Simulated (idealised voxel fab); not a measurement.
The following process module bears the name voxel self aligned vias.
Cross-section cut: width 210 nm, square cells of 5 nm.
This document writes a cross-section as a grid whose cells are square, and gives it as bands, listed from the top down; one or more rows of cells form a band.
The entry gives the band's vertical extent as a top height and a bottom height in nm, then its horizontal make-up as materials from left to right, each with a width in nm. "empty" stands for empty space; a single material marked "all across" fills the band edge to edge.
Zero point of the height axis is 0; under it, received wafer = one material. Lowest band: continues down indefinitely, "z 0 and below".
Per-row width for "30..40": begins at first number (top row of band), ends at second number (bottom row), increment between rows held constant.
Where a step carries "same as before", the cross-section came out of it unchanged, cell for cell.
Voids not open to the top, 8 cells minimum: see "Closed void entries". Written width x height at distance; distance is from the left edge; nm.
What comes after the settings on a step's line is commentary from the simulator itself on that step.
"overlay nm", when on a step's line for a step with a mask, measures how far to the right of its planned place the mask lay; a negative measure means to the left.

Intended process steps:
1 RECEIVE (material Si)
2 CONFORMAL_DEP (material SiO2; thk nm 15)
3 CONFORMAL_DEP (material SiCN; thk nm 5)
4 DIRECTIONAL_DEP (material lowk; thk nm 20)
5 DIRECTIONAL_DEP (material aC; thk nm 10)
6 PATTERN (tone open; mask id LINES; material resist; width nm 25; pitch nm 65; thk nm 25; overlay nm 0)
7 DIRECTIONAL_ETCH (etch materials aC; depth nm 10)
8 STRIP (etch materials resist)
9 DIRECTIONAL_ETCH (etch materials lowk; depth nm 20)
10 STRIP (etch materials aC)
11 CONFORMAL_DEP (material TiN; thk nm 5)
12 FILL_DEP (material Ru; thk nm 10)
13 CMP (height nm 40)
14 SELECTIVE_ETCH (etch materials W Ru TiN; depth nm 10)
15 FILL_DEP (material SiN; thk nm 10)
16 CMP (height nm 40)
17 DIRECTIONAL_DEP (material lowk; thk nm 15)
18 PATTERN (tone open; mask id VIAS; material resist; width nm 45; pitch nm 65; thk nm 15; overlay nm 0)
19 DIRECTIONAL_ETCH (etch materials lowk; depth nm 15)
20 DIRECTIONAL_ETCH (etch materials SiN; depth nm 10)
21 STRIP (etch materials resist)
22 CONFORMAL_DEP (material TiN; thk nm 5)
23 FILL_DEP (material W; thk nm 5)
24 CMP (height nm 55)
25 CONFORMAL_DEP (material SiN; thk nm 5)

Run as planned: first of two wafers:

Step 1 complete: cross-section of the wafer as received:
    z 0 and below  Si all across
    Closed void entries: none

Take a look at the wafer's cross-section after step 2:
    z 15 to 0  SiO2 all across
    For the remainder of the cross-section, below 0, there is no change.

Take a look at the wafer's cross-section after step 3:
    z 20 to 15  SiCN all across
    For the remainder of the cross-section, below 15, there is no change.

Take a look at the wafer's cross-section after step 4:
    z 40 to 20  lowk all across
    For the remainder of the cross-section, below 20, there is no change.

Take a look at the wafer's cross-section after step 5:
    z 50 to 40  aC all across
    For the remainder of the cross-section, below 40, there is no change.

Take a look at the wafer's cross-section after step 6:
    z 75 to 50  resist 25 nm, then empty 25 nm, then resist 40 nm, then empty 25 nm, then resist 40 nm, then empty 25 nm, then resist 30 nm
    For the remainder of the cross-section, below 50, there is no change.

Take a look at the wafer's cross-section after step 7:
    z 65 to 50  resist 25 nm, then empty 25 nm, then resist 40 nm, then empty 25 nm, then resist 40 nm, then empty 25 nm, then resist 30 nm
    z 50 to 40  aC 25 nm, then empty 25 nm, then aC 40 nm, then empty 25 nm, then aC 40 nm, then empty 25 nm, then aC 30 nm
    For the remainder of the cross-section, below 40, there is no change.

Take a look at the wafer's cross-section after step 8:
    z 50 to 40  aC 25 nm, then empty 25 nm, then aC 40 nm, then empty 25 nm, then aC 40 nm, then empty 25 nm, then aC 30 nm
    For the remainder of the cross-section, below 40, there is no change.

Take a look at the wafer's cross-section after step 9:
    z 50 to 40  aC 25 nm, then empty 25 nm, then aC 40 nm, then empty 25 nm, then aC 40 nm, then empty 25 nm, then aC 30 nm
    z 40 to 20  lowk 25 nm, then empty 25 nm, then lowk 40 nm, then empty 25 nm, then lowk 40 nm, then empty 25 nm, then lowk 30 nm
    For the remainder of the cross-section, below 20, there is no change.

Take a look at the wafer's cross-section after step 10:
    z 40 to 20  lowk 25 nm, then empty 25 nm, then lowk 40 nm, then empty 25 nm, then lowk 40 nm, then empty 25 nm, then lowk 30 nm
    For the remainder of the cross-section, below 20, there is no change.

Take a look at the wafer's cross-section after step 11:
    z 45 to 40  TiN 30 nm, then empty 15 nm, then TiN 50 nm, then empty 15 nm, then TiN 50 nm, then empty 15 nm, then TiN 35 nm
    z 40 to 25  lowk 25 nm, then TiN 5 nm, then empty 15 nm, then TiN 5 nm, then lowk 40 nm, then TiN 5 nm, then empty 15 nm, then TiN 5 nm, then lowk 40 nm, then TiN 5 nm, then empty 15 nm, then TiN 5 nm, then lowk 30 nm
    z 25 to 20  lowk 25 nm, then TiN 25 nm, then lowk 40 nm, then TiN 25 nm, then lowk 40 nm, then TiN 25 nm, then lowk 30 nm
    For the remainder of the cross-section, below 20, there is no change.

Take a look at the wafer's cross-section after step 12:
    z 55 to 45  Ru all across
    z 45 to 40  TiN 30 nm, then Ru 15 nm, then TiN 50 nm, then Ru 15 nm, then TiN 50 nm, then Ru 15 nm, then TiN 35 nm
    z 40 to 25  lowk 25 nm, then TiN 5 nm, then Ru 15 nm, then TiN 5 nm, then lowk 40 nm, then TiN 5 nm, then Ru 15 nm, then TiN 5 nm, then lowk 40 nm, then TiN 5 nm, then Ru 15 nm, then TiN 5 nm, then lowk 30 nm
    For the remainder of the cross-section, below 25, there is no change.

Take a look at the wafer's cross-section after step 13:
    z 40 to 25  lowk 25 nm, then TiN 5 nm, then Ru 15 nm, then TiN 5 nm, then lowk 40 nm, then TiN 5 nm, then Ru 15 nm, then TiN 5 nm, then lowk 40 nm, then TiN 5 nm, then Ru 15 nm, then TiN 5 nm, then lowk 30 nm
    For the remainder of the cross-section, below 25, there is no change.

Take a look at the wafer's cross-section after step 14:
    z 40 to 30  lowk 25 nm, then empty 25 nm, then lowk 40 nm, then empty 25 nm, then lowk 40 nm, then empty 25 nm, then lowk 30 nm
    For the remainder of the cross-section, below 30, there is no change.

Take a look at the wafer's cross-section after step 15:
    z 50 to 40  SiN all across
    z 40 to 30  lowk 25 nm, then SiN 25 nm, then lowk 40 nm, then SiN 25 nm, then lowk 40 nm, then SiN 25 nm, then lowk 30 nm
    For the remainder of the cross-section, below 30, there is no change.

Take a look at the wafer's cross-section after step 16:
    z 40 to 30  lowk 25 nm, then SiN 25 nm, then lowk 40 nm, then SiN 25 nm, then lowk 40 nm, then SiN 25 nm, then lowk 30 nm
    For the remainder of the cross-section, below 30, there is no change.

Take a look at the wafer's cross-section after step 17:
    z 55 to 40  lowk all across
    For the remainder of the cross-section, below 40, there is no change.

Take a look at the wafer's cross-section after step 18:
    z 70 to 55  resist 15 nm, then empty 45 nm, then resist 20 nm, then empty 45 nm, then resist 20 nm, then empty 45 nm, then resist 20 nm
    For the remainder of the cross-section, below 55, there is no change.

Take a look at the wafer's cross-section after step 19:
    z 70 to 55  resist 15 nm, then empty 45 nm, then resist 20 nm, then empty 45 nm, then resist 20 nm, then empty 45 nm, then resist 20 nm
    z 55 to 40  lowk 15 nm, then empty 45 nm, then lowk 20 nm, then empty 45 nm, then lowk 20 nm, then empty 45 nm, then lowk 20 nm
    For the remainder of the cross-section, below 40, there is no change.

Take a look at the wafer's cross-section after step 20:
    z 70 to 55  resist 15 nm, then empty 45 nm, then resist 20 nm, then empty 45 nm, then resist 20 nm, then empty 45 nm, then resist 20 nm
    z 55 to 40  lowk 15 nm, then empty 45 nm, then lowk 20 nm, then empty 45 nm, then lowk 20 nm, then empty 45 nm, then lowk 20 nm
    z 40 to 30  lowk 25 nm, then empty 25 nm, then lowk 40 nm, then empty 25 nm, then lowk 40 nm, then empty 25 nm, then lowk 30 nm
    For the remainder of the cross-section, below 30, there is no change.

Take a look at the wafer's cross-section after step 21:
    z 55 to 40  lowk 15 nm, then empty 45 nm, then lowk 20 nm, then empty 45 nm, then lowk 20 nm, then empty 45 nm, then lowk 20 nm
    For the remainder of the cross-section, below 40, there is no change.

Take a look at the wafer's cross-section after step 22:
    z 60 to 55  TiN 20 nm, then empty 35 nm, then TiN 30 nm, then empty 35 nm, then TiN 30 nm, then empty 35 nm, then TiN 25 nm
    z 55 to 45  lowk 15 nm, then TiN 5 nm, then empty 35 nm, then TiN 5 nm, then lowk 20 nm, then TiN 5 nm, then empty 35 nm, then TiN 5 nm, then lowk 20 nm, then TiN 5 nm, then empty 35 nm, then TiN 5 nm, then lowk 20 nm
    z 45 to 35  lowk 15..25 nm, then TiN 15..5 nm, then empty 15 nm, then TiN 15..5 nm, then lowk 20..40 nm, then TiN 15..5 nm, then empty 15 nm, then TiN 15..5 nm, then lowk 20..40 nm, then TiN 15..5 nm, then empty 15 nm, then TiN 15..5 nm, then lowk 20..30 nm
    z 35 to 30  lowk 25 nm, then TiN 25 nm, then lowk 40 nm, then TiN 25 nm, then lowk 40 nm, then TiN 25 nm, then lowk 30 nm
    For the remainder of the cross-section, below 30, there is no change.

Take a look at the wafer's cross-section after step 23:
    z 65 to 60  W all across
    z 60 to 55  TiN 20 nm, then W 35 nm, then TiN 30 nm, then W 35 nm, then TiN 30 nm, then W 35 nm, then TiN 25 nm
    z 55 to 45  lowk 15 nm, then TiN 5 nm, then W 35 nm, then TiN 5 nm, then lowk 20 nm, then TiN 5 nm, then W 35 nm, then TiN 5 nm, then lowk 20 nm, then TiN 5 nm, then W 35 nm, then TiN 5 nm, then lowk 20 nm
    z 45 to 35  lowk 15..25 nm, then TiN 15..5 nm, then W 15 nm, then TiN 15..5 nm, then lowk 20..40 nm, then TiN 15..5 nm, then W 15 nm, then TiN 15..5 nm, then lowk 20..40 nm, then TiN 15..5 nm, then W 15 nm, then TiN 15..5 nm, then lowk 20..30 nm
    For the remainder of the cross-section, below 35, there is no change.

Take a look at the wafer's cross-section after step 24:
    z 55 to 45  lowk 15 nm, then TiN 5 nm, then W 35 nm, then TiN 5 nm, then lowk 20 nm, then TiN 5 nm, then W 35 nm, then TiN 5 nm, then lowk 20 nm, then TiN 5 nm, then W 35 nm, then TiN 5 nm, then lowk 20 nm
    For the remainder of the cross-section, below 45, there is no change.

Take a look at the wafer's cross-section after step 25:
    z 60 to 55  SiN all across
    For the remainder of the cross-section, below 55, there is no change.

Here the second wafer is described. Its start and its plan were those of the first wafer. Its run contained one mistake. Up to and including step 17, it did exactly what the first wafer did:

Second wafer shown in cross-section at the time step 18 was slated to end:
    z 70 to 55  resist 20 nm, then empty 35 nm, then resist 30 nm, then empty 35 nm, then resist 30 nm, then empty 35 nm, then resist 25 nm
    For the remainder of the cross-section, below 55, there is no change.

Second wafer shown in cross-section at the time step 19 was slated to end:
    z 70 to 55  resist 20 nm, then empty 35 nm, then resist 30 nm, then empty 35 nm, then resist 30 nm, then empty 35 nm, then resist 25 nm
    z 55 to 40  lowk 20 nm, then empty 35 nm, then lowk 30 nm, then empty 35 nm, then lowk 30 nm, then empty 35 nm, then lowk 25 nm
    For the remainder of the cross-section, below 40, there is no change.

Second wafer shown in cross-section at the time step 20 was slated to end:
    z 70 to 55  resist 20 nm, then empty 35 nm, then resist 30 nm, then empty 35 nm, then resist 30 nm, then empty 35 nm, then resist 25 nm
    z 55 to 40  lowk 20 nm, then empty 35 nm, then lowk 30 nm, then empty 35 nm, then lowk 30 nm, then empty 35 nm, then lowk 25 nm
    z 40 to 30  lowk 25 nm, then empty 25 nm, then lowk 40 nm, then empty 25 nm, then lowk 40 nm, then empty 25 nm, then lowk 30 nm
    For the remainder of the cross-section, below 30, there is no change.

Second wafer shown in cross-section at the time step 21 was slated to end:
    z 55 to 40  lowk 20 nm, then empty 35 nm, then lowk 30 nm, then empty 35 nm, then lowk 30 nm, then empty 35 nm, then lowk 25 nm
    For the remainder of the cross-section, below 40, there is no change.

Second wafer shown in cross-section at the time step 22 was slated to end:
    z 60 to 55  TiN 25 nm, then empty 25 nm, then TiN 40 nm, then empty 25 nm, then TiN 40 nm, then empty 25 nm, then TiN 30 nm
    z 55 to 45  lowk 20 nm, then TiN 5 nm, then empty 25 nm, then TiN 5 nm, then lowk 30 nm, then TiN 5 nm, then empty 25 nm, then TiN 5 nm, then lowk 30 nm, then TiN 5 nm, then empty 25 nm, then TiN 5 nm, then lowk 25 nm
    z 45 to 35  lowk 20..25 nm, then TiN 10..5 nm, then empty 15 nm, then TiN 10..5 nm, then lowk 30..40 nm, then TiN 10..5 nm, then empty 15 nm, then TiN 10..5 nm, then lowk 30..40 nm, then TiN 10..5 nm, then empty 15 nm, then TiN 10..5 nm, then lowk 25..30 nm
    z 35 to 30  lowk 25 nm, then TiN 25 nm, then lowk 40 nm, then TiN 25 nm, then lowk 40 nm, then TiN 25 nm, then lowk 30 nm
    For the remainder of the cross-section, below 30, there is no change.

Second wafer shown in cross-section at the time step 23 was slated to end:
    z 65 to 60  W all across
    z 60 to 55  TiN 25 nm, then W 25 nm, then TiN 40 nm, then W 25 nm, then TiN 40 nm, then W 25 nm, then TiN 30 nm
    z 55 to 45  lowk 20 nm, then TiN 5 nm, then W 25 nm, then TiN 5 nm, then lowk 30 nm, then TiN 5 nm, then W 25 nm, then TiN 5 nm, then lowk 30 nm, then TiN 5 nm, then W 25 nm, then TiN 5 nm, then lowk 25 nm
    z 45 to 35  lowk 20..25 nm, then TiN 10..5 nm, then W 15 nm, then TiN 10..5 nm, then lowk 30..40 nm, then TiN 10..5 nm, then W 15 nm, then TiN 10..5 nm, then lowk 30..40 nm, then TiN 10..5 nm, then W 15 nm, then TiN 10..5 nm, then lowk 25..30 nm
    For the remainder of the cross-section, below 35, there is no change.

Second wafer shown in cross-section at the time step 24 was slated to end:
    z 55 to 45  lowk 20 nm, then TiN 5 nm, then W 25 nm, then TiN 5 nm, then lowk 30 nm, then TiN 5 nm, then W 25 nm, then TiN 5 nm, then lowk 30 nm, then TiN 5 nm, then W 25 nm, then TiN 5 nm, then lowk 25 nm
    For the remainder of the cross-section, below 45, there is no change.

Second wafer shown in cross-section at the time step 25 was slated to end:
    z 60 to 55  SiN all across
    For the remainder of the cross-section, below 55, there is no change.
What broke from the plan during processing? step 18 ran as: PATTERN (tone open; mask id VIAS; material resist; width nm 35; pitch nm 65; thk nm 15; overlay nm 0)
The closing comparison, in cells, has the second wafer with more or fewer of some materials than the first: TiN: 6 fewer; W: 12 fewer; lowk: 18 more
